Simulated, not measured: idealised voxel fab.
The process module presented herein is designated voxel self aligned contacts.
Section cut is 290 nm wide and gridded with 5 nm square cells.
Just so we're on the same page, the cross-sections are grids of square cells, and they're listed out in bands top to bottom, each band one or more rows deep. This entry defines a band. It first specifies the height of the band's top and the height of its bottom in nm, and then specifies the band's materials from left to right, stating each material with its width in nm. The word "full width" identifies a single material that fills the band from edge to edge, while the word "empty" identifies empty space. Height 0 is the level under which the wafer as received is all one material. The lowest band goes on downwards, as in "0 -> down". A width given as "30 to 40" starts at the first number in the band's top row and ends at the second number in its bottom row, shifting by an equal amount at every step from row to row. "stayed the same" -> step changed no cross-section cell. Empty spaces without an open route to the top, at least 8 cells in extent, make up the entry "Listed closed voids"; each is given as width x height at distance, where the distance is measured from the left edge, and all are in nm. It should be noted that, on the line of a given step, the content following the step's settings is a remark produced by the simulator itself with respect to that step. The line of a step may include "overlay nm". On a step with a mask, this value is how far to the right of its planned place the mask lay. A negative value means the mask lay to the left.
## So here's the lineup of process steps we planned
1,RECEIVE, material Si
2,OXIDIZE, depth nm 5
3,DIRECTIONAL_DEP, material polySi, thk nm 25
4,DIRECTIONAL_DEP, material SiN, thk nm 20
5,DIRECTIONAL_DEP, material aC, thk nm 10
6,PATTERN, tone cover, mask id GATE, material resist, width nm 25, pitch nm 60, thk nm 25, overlay nm 0
7,DIRECTIONAL_ETCH, etch materials aC, depth nm 10
8,STRIP, etch materials resist
9,DIRECTIONAL_ETCH, etch materials SiN, depth nm 20
10,DIRECTIONAL_ETCH, etch materials polySi, depth nm 25
11,STRIP, etch materials aC
12,CONFORMAL_DEP, material SiN, thk nm 10
13,DIRECTIONAL_ETCH, etch materials SiN, depth nm 10
14,FILL_DEP, material SiO2, thk nm 20
15,CMP, height nm 55
16,MASKED_ETCH, tone open, mask id CONTACT, width nm 45, etch materials SiO2, depth nm 60, overlay nm 0
17,CONFORMAL_DEP, material TiN, thk nm 5
18,FILL_DEP, material Ru, thk nm 10
19,CMP, height nm 55
20,CONFORMAL_DEP, material SiN, thk nm 5
## As received (post step 1): cross-section
> 0 -> down  Si full width
> Listed closed voids: none
## Here's the cross-section of the first of our two wafers at the end of the module - it ran as planned
> 60 -> 55  SiN full width
> 55 -> 45  SiO2 120  TiN 5 to 20  Ru 35 to 5  TiN 5 to 20  SiO2 125
> 45 -> 25  SiO2 90  SiN 45  TiN 5  Ru 5  TiN 5  SiN 45  SiO2 95
> 25 -> 0  SiO2 90  SiN 10  polySi 25  SiN 10  TiN 5  Ru 5  TiN 5  SiN 10  polySi 25  SiN 10  SiO2 95
> 0 -> -5  SiO2 135  TiN 15  SiO2 140
> -5 -> down  Si full width
> Listed closed voids: none
## second wafer at the end: like start, like plan, one mistake
> 60 -> 55  SiN full width
> 55 -> 45  SiO2 120  TiN 5 to 10  Ru 35 to 5  TiN 5 to 30  SiO2 125
> 45 -> 25  SiO2 80  SiN 45  TiN 5  Ru 5  TiN 5  SiN 45  SiO2 105
> 25 -> 0  SiO2 80  SiN 10  polySi 25  SiN 10  TiN 5  Ru 5  TiN 5  SiN 10  polySi 25  SiN 10  SiO2 105
> 0 -> -5  SiO2 125  TiN 15  SiO2 150
> -5 -> down  Si full width
> Listed closed voids: none
Deviation from plan: step 6 deviated from plan and actually ran as PATTERN, tone cover, mask id GATE, material resist, width nm 25, pitch nm 60, thk nm 25, overlay nm -10
In the final comparison it is observed that the number of cells assigned to each material is identical for the two wafers, whereas their placement is not.
